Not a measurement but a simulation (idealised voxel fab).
process module | voxel released beams
cross-section cut | 220 nm wide | cells 5 nm
A cross-section is a grid of square cells, given in bands from the top down. A band is one or more rows of cells.
Each band's line starts with the height of the band's top and of its bottom, in nm. Then come its materials from left to right, each with its width in nm. One material with "throughout" fills the band from edge to edge. "air" is empty space.
Height 0 is the level under which the wafer as received is all one material. The lowest band goes on downwards, as in "0 down".
A width such as "30 to 40" changes by the same amount from each row of cells to the next, from the band's top row to its bottom row.
"no change" after a step means that no cell of the cross-section changed.
closed voids: empty space of 8 cells or more with no open way to the top, each as width x height at its distance from the left edge, in nm
after a step's settings: what the simulator itself notes on the step
overlay nm, on a step with a mask: how far to the right of its planned place the mask lay; to the left if negative
plan
1 op RECEIVE | material Si
2 op CONFORMAL_DEP | material Al2O3 | thk nm 10
3 op DIRECTIONAL_DEP | material SiO2 | thk nm 10
4 op DIRECTIONAL_DEP | material aC | thk nm 15
5 op PATTERN | tone open | mask id ANCHOR | material resist | width nm 35 | thk nm 30 | overlay nm 0
6 op DIRECTIONAL_ETCH | etch materials aC | depth nm 15
7 op STRIP | etch materials resist
8 op DIRECTIONAL_ETCH | etch materials SiO2 | depth nm 10
9 op STRIP | etch materials aC
10 op CONFORMAL_DEP | material W | thk nm 10
11 op MASKED_ETCH | tone cover | mask id BEAM | width nm 100 | etch materials W | depth nm 10 | overlay nm 0
12 op STRIP | etch materials SiO2
varied across the wafers: width nm of step 11. The plan shows the first wafer's value. All wafers start alike
first wafer as received, after step 1
  0 down: Si throughout
  closed voids: none
first wafer at the end, after step 12
  30 to 20: air 55 | W 10 | air 15 | W 75 | air 65
  20 to 10: air 55 | W 35 | air 130
  10 to 0: Al2O3 throughout
  0 down: Si throughout
  closed voids: none
last wafer at the end
  30 to 20: air 45 | W 20 | air 15 | W 90 | air 50
  20 to 10: air 55 | W 35 | air 130
  10 to 0: Al2O3 throughout
  0 down: Si throughout
  closed voids: none
each wafer at the end: cells of each material gained (+) or lost (-) since it was received, then its closed voids
width nm 100 | +88 Al2O3 | +48 W | closed voids: none
width nm 105 | +88 Al2O3 | +50 W | closed voids: none
width nm 110 | +88 Al2O3 | +52 W | closed voids: none
width nm 115 | +88 Al2O3 | +54 W | closed voids: none
width nm 120 | +88 Al2O3 | +56 W | closed voids: none
width nm 125 | +88 Al2O3 | +58 W | closed voids: none
